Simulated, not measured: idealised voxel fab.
Process module name: voxel plated lines
Cross-section cut: width 265 nm, square cells of 5 nm.
We lay out every cross-section as a grid of square cells and spell it out in bands from the top down, where one band means one or more rows of cells.
Quick guide to a band line: top height, bottom height (nm) up front; then every material left to right with its width in nm. Only one material and it's marked "throughout"? Then it fills the band edge to edge. And "blank" just means empty space.
Heads up on the height convention: 0 is the point under which the incoming wafer is all one material, and the lowest band has no bottom, it just keeps going down, like "0 down".
Note: "30 to 40" means the width goes from the first number (top row of the band) to the second number (bottom row) in equal steps per row of cells.
"left unchanged" for a step: no cell of the cross-section changed in that step.
Closed-off voids of 8+ cells (no open route to the top) go in "Sealed cavities", written width x height at distance from the left edge, in nm.
Step line, after settings: the simulator's comment on this step.
For masked steps, "overlay nm" on the step line gives how far right of plan the mask actually lay; a minus sign means it lay to the left.

# The process steps that were planned are listed below
1: RECEIVE [material Si]
2: CONFORMAL_DEP [material SiN] [thk nm 10]
3: DIRECTIONAL_DEP [material TiN] [thk nm 5]
4: PATTERN [tone open] [mask id LINES] [material resist] [width nm 25] [pitch nm 50] [thk nm 15] [overlay nm 0]
5: EPI [material Ru] [thk nm 10]
6: STRIP [etch materials resist]
7: DIRECTIONAL_ETCH [etch materials TiN] [depth nm 5]
8: CONFORMAL_DEP [material SiO2] [thk nm 10]

# Wafer at receipt (post step 1), cross-section
* 0 down: Si throughout
* Sealed cavities: none

# What the wafer looks like in cross-section after this module, when it starts as shown above and follows the plan above but one mistake is made in running it
* 30 to 20: blank: 60, SiO2: 45, blank: 5, SiO2: 45, blank: 5, SiO2: 45, blank: 60
* 20 to 15: blank: 60, SiO2: 10, Ru: 25, SiO2: 10, blank: 5, SiO2: 10, Ru: 25, SiO2: 10, blank: 5, SiO2: 10, Ru: 25, SiO2: 10, blank: 60
* 15 to 10: SiO2: 70, Ru: 25, SiO2: 25, Ru: 25, SiO2: 25, Ru: 25, SiO2: 70
* 10 to 5: SiO2: 70, TiN: 25, SiO2: 25, TiN: 25, SiO2: 25, TiN: 25, SiO2: 70
* 5 to 0: SiN throughout
* 0 down: Si throughout
* Sealed cavities: none
Run error: step 2 was processed under conditions differing from the plan, specifically as CONFORMAL_DEP [material SiN] [thk nm 5]
